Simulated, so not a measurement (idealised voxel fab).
This is a process module. Its name is voxel wiring stack.
Section shown: cut. Width: 275 nm. Cell size: 5 nm, square.
Each cross-section below is a grid of square cells, stated as bands in top-down order, with one or more rows of cells making up each band.
A band entry consists of two parts. The first gives the height of the band's top and the height of its bottom, in nm. The rest lists the band's materials from left to right, each with its width in nm. A single material labelled with the word "full width" fills the band from edge to edge, and the word "empty" marks empty space.
The reference from which all heights are counted is 0, the level beneath which the as-received wafer is entirely one material; the lowest band, having no lower bound, proceeds downward and is written after the example "0 down".
A two-number width, for instance "30->40", indicates that the width is equal to the first number in the top row of the band and to the second number in the bottom row, and that it changes by a constant amount per row of cells.
Take "nothing got changed" at face value: in the step it is given for, the cross-section changed in none of its cells.
"Sealed void list": sealed empty spaces, 8 cells or more, no open way to top, listed width x height at distance, with distance from the left edge and width, height and distance in nm.
The remark found on a step's line after its settings is issued by the simulator itself and pertains to that step.
For masked steps, "overlay nm" on the step line gives how far right of plan the mask actually lay; a minus sign means it lay to the left.
This section lists the process steps that were planned:
1,op RECEIVE | material Si
2,op CONFORMAL_DEP | material SiO2 | thk nm 15
3,op CONFORMAL_DEP | material SiCN | thk nm 5
4,op DIRECTIONAL_DEP | material SiO2 | thk nm 20
5,op DIRECTIONAL_DEP | material aC | thk nm 15
6,op PATTERN | tone open | mask id METAL_1 | material resist | width nm 30 | pitch nm 45 | thk nm 30 | overlay nm 0
7,op DIRECTIONAL_ETCH | etch materials aC | depth nm 15
8,op STRIP | etch materials resist
9,op DIRECTIONAL_ETCH | etch materials SiO2 | depth nm 20
10,op DIRECTIONAL_ETCH | etch materials SiCN | depth nm 5
11,op STRIP | etch materials aC
12,op CONFORMAL_DEP | material TiN | thk nm 5
13,op FILL_DEP | material Cu | thk nm 5
14,op CMP | height nm 40
15,op CONFORMAL_DEP | material SiCN | thk nm 5
16,op DIRECTIONAL_DEP | material lowk | thk nm 30
17,op PATTERN | tone open | mask id METAL_2 | material resist | width nm 30 | pitch nm 45 | thk nm 15 | overlay nm 0
18,op DIRECTIONAL_ETCH | etch materials lowk | depth nm 15
19,op STRIP | etch materials resist
20,op PATTERN | tone open | mask id METAL_2_HOLES | material resist | width nm 15 | pitch nm 90 | thk nm 20 | overlay nm 0
21,op DIRECTIONAL_ETCH | etch materials lowk | depth nm 15
22,op DIRECTIONAL_ETCH | etch materials SiCN | depth nm 5
23,op STRIP | etch materials resist
24,op CONFORMAL_DEP | material TiN | thk nm 5
25,op FILL_DEP | material Cu | thk nm 5
26,op CMP | height nm 75
27,op CONFORMAL_DEP | material SiCN | thk nm 5
28,op DIRECTIONAL_DEP | material lowk | thk nm 25
29,op DIRECTIONAL_DEP | material aC | thk nm 15
30,op PATTERN | tone open | mask id METAL_3 | material resist | width nm 30 | pitch nm 45 | thk nm 30 | overlay nm 0
31,op DIRECTIONAL_ETCH | etch materials aC | depth nm 15
32,op STRIP | etch materials resist
33,op DIRECTIONAL_ETCH | etch materials lowk | depth nm 15
34,op STRIP | etch materials aC
35,op DIRECTIONAL_DEP | material aC | thk nm 10
36,op PATTERN | tone open | mask id METAL_3_HOLES | material resist | width nm 15 | pitch nm 90 | thk nm 25 | overlay nm 0
37,op DIRECTIONAL_ETCH | etch materials aC | depth nm 10
38,op STRIP | etch materials resist
39,op DIRECTIONAL_ETCH | etch materials lowk | depth nm 10
40,op DIRECTIONAL_ETCH | etch materials SiCN | depth nm 5
41,op STRIP | etch materials aC
42,op CONFORMAL_DEP | material TiN | thk nm 5
43,op FILL_DEP | material Cu | thk nm 5
44,op CMP | height nm 105
45,op CONFORMAL_DEP | material SiCN | thk nm 5
Cross-section of the incoming wafer, state after step 1:
- 0 down  Si full width
- Sealed void list: none
Look at the cross-section after the module: the wafer started out the way shown above and the plan was the one shown above, yet one mistake was made along the way:
- 110 to 105  SiCN full width
- 105 to 95  Cu 85->70 nm  TiN 5->20 nm  lowk 15 nm  TiN 5 nm  Cu 5 nm  TiN 5 nm  lowk 30 nm  TiN 5 nm  Cu 20->5 nm  TiN 5->20 nm  lowk 15 nm  TiN 5 nm  Cu 75 nm
- 95 to 90  TiN 75 nm  lowk 30 nm  TiN 15 nm  lowk 30 nm  TiN 15 nm  lowk 30 nm  TiN 80 nm
- 90 to 80  lowk full width
- 80 to 75  SiCN full width
- 75 to 65  lowk 75 nm  TiN 5 nm  Cu 20 nm  TiN 5 nm  lowk 15 nm  TiN 5 nm  Cu 20 nm  TiN 5 nm  lowk 15 nm  TiN 5 nm  Cu 20 nm  TiN 5 nm  lowk 80 nm
- 65 to 60  lowk 75 nm  TiN 5 nm  Cu 5 nm  TiN 20 nm  lowk 15 nm  TiN 30 nm  lowk 15 nm  TiN 5 nm  Cu 5 nm  TiN 20 nm  lowk 80 nm
- 60 to 45  lowk 75 nm  TiN 5 nm  Cu 5 nm  TiN 5 nm  lowk 75 nm  TiN 5 nm  Cu 5 nm  TiN 5 nm  lowk 95 nm
- 45 to 40  SiCN 75 nm  TiN 15 nm  SiCN 75 nm  TiN 15 nm  SiCN 95 nm
- 40 to 20  SiO2 75 nm  TiN 5 nm  Cu 20 nm  TiN 5 nm  SiO2 15 nm  TiN 5 nm  Cu 20 nm  TiN 5 nm  SiO2 15 nm  TiN 5 nm  Cu 20 nm  TiN 5 nm  SiO2 80 nm
- 20 to 15  SiCN 75 nm  TiN 30 nm  SiCN 15 nm  TiN 30 nm  SiCN 15 nm  TiN 30 nm  SiCN 80 nm
- 15 to 0  SiO2 full width
- 0 down  Si full width
- Sealed void list: none
Run error: off-plan run, step 30, actual operation and settings op PATTERN | tone cover | mask id METAL_3 | material resist | width nm 30 | pitch nm 45 | thk nm 30 | overlay nm 0
